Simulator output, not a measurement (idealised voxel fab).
process module | voxel trench capacitor
Shown is cross-section cut, with a width of 280 nm and square cells of size 5 nm.
A cross-section in this document is a grid of square cells, and it is written down as bands, the top band listed before the ones below it; a band is made up of one or more rows of cells.
Look at the band entry: it leads with the top's height and the bottom's height in nm. Then it lists the materials left to right, with a width in nm for each. The word "edge to edge" on a single material says that material fills the band edge to edge. The word "air" is empty space.
Ref level 0: as-received wafer is one material below here. Bottom band extends down with no lower bound ("0..down").
You'd read "30..40" like this: the band's top row of cells is as wide as the first number, its bottom row is as wide as the second, and going down, every row changes width by the same amount as the row before did.
Key: "remained the same" - step with no changed cell in the cross-section.
Look at "Enclosed void catalog" for the closed voids: empty spaces with no open path to the top, sized 8 cells or up. Each is width x height at distance, distance from the left edge, all nm.
Read whatever lies past the settings on a step's line as the simulator's own remark about the step.
overlay nm: step with mask; distance mask lay right of planned place; negative value = left of planned place.

[List of planned process steps]
1 op RECEIVE | material Si
2 op CONFORMAL_DEP | material SiN | thk nm 10
3 op DIRECTIONAL_DEP | material aC | thk nm 15
4 op PATTERN | tone open | mask id TRENCH | material resist | width nm 30 | pitch nm 45 | thk nm 35 | overlay nm 0
5 op DIRECTIONAL_ETCH | etch materials aC | depth nm 15
6 op STRIP | etch materials resist
7 op DIRECTIONAL_ETCH | etch materials SiN | depth nm 10
8 op DIRECTIONAL_ETCH | etch materials Si | depth nm 20
9 op STRIP | etch materials aC
10 op CONFORMAL_DEP | material HfO2 | thk nm 5
11 op CONFORMAL_DEP | material TiN | thk nm 5
12 op FILL_DEP | material W | thk nm 10
13 op CMP | height nm 10
The value of depth nm given for step 8 in the plan refers to the first wafer; the wafers vary in this setting and are alike at the start.

[Sectional view: first of several wafers, as received, after step 1]
* 0..down = Si edge to edge
* Enclosed void catalog: none

[Here's the first of several wafers in cross-section, end of the module, after the last step, step 13]
* 10..0 = 100 of SiN, 5 of HfO2, 5 of TiN, 10 of W, 5 of TiN, 5 of HfO2, 15 of SiN, 5 of HfO2, 5 of TiN, 10 of W, 5 of TiN, 5 of HfO2, 105 of SiN
* 0..-10 = 100 of Si, 5 of HfO2, 5 of TiN, 10 of W, 5 of TiN, 5 of HfO2, 15 of Si, 5 of HfO2, 5 of TiN, 10 of W, 5 of TiN, 5 of HfO2, 105 of Si
* -10..-15 = 100 of Si, 5 of HfO2, 20 of TiN, 5 of HfO2, 15 of Si, 5 of HfO2, 20 of TiN, 5 of HfO2, 105 of Si
* -15..-20 = 100 of Si, 30 of HfO2, 15 of Si, 30 of HfO2, 105 of Si
* -20..down = Si edge to edge
* Enclosed void catalog: none

[X-section, last wafer, module end]
* 10..0 = 100 of SiN, 5 of HfO2, 5 of TiN, 10 of W, 5 of TiN, 5 of HfO2, 15 of SiN, 5 of HfO2, 5 of TiN, 10 of W, 5 of TiN, 5 of HfO2, 105 of SiN
* 0..-35 = 100 of Si, 5 of HfO2, 5 of TiN, 10 of W, 5 of TiN, 5 of HfO2, 15 of Si, 5 of HfO2, 5 of TiN, 10 of W, 5 of TiN, 5 of HfO2, 105 of Si
* -35..-40 = 100 of Si, 5 of HfO2, 20 of TiN, 5 of HfO2, 15 of Si, 5 of HfO2, 20 of TiN, 5 of HfO2, 105 of Si
* -40..-45 = 100 of Si, 30 of HfO2, 15 of Si, 30 of HfO2, 105 of Si
* -45..down = Si edge to edge
* Enclosed void catalog: none

[Wafer rows, end of module: cells per material gained (+) or lost (-) since receipt; closed voids last]
depth nm 20, +32 HfO2, -48 Si, +88 SiN, +24 TiN, +16 W, Enclosed void catalog: none
depth nm 25, +36 HfO2, -60 Si, +88 SiN, +28 TiN, +20 W, Enclosed void catalog: none
depth nm 30, +40 HfO2, -72 Si, +88 SiN, +32 TiN, +24 W, Enclosed void catalog: none
depth nm 35, +44 HfO2, -84 Si, +88 SiN, +36 TiN, +28 W, Enclosed void catalog: none
depth nm 40, +48 HfO2, -96 Si, +88 SiN, +40 TiN, +32 W, Enclosed void catalog: none
depth nm 45, +52 HfO2, -108 Si, +88 SiN, +44 TiN, +36 W, Enclosed void catalog: none
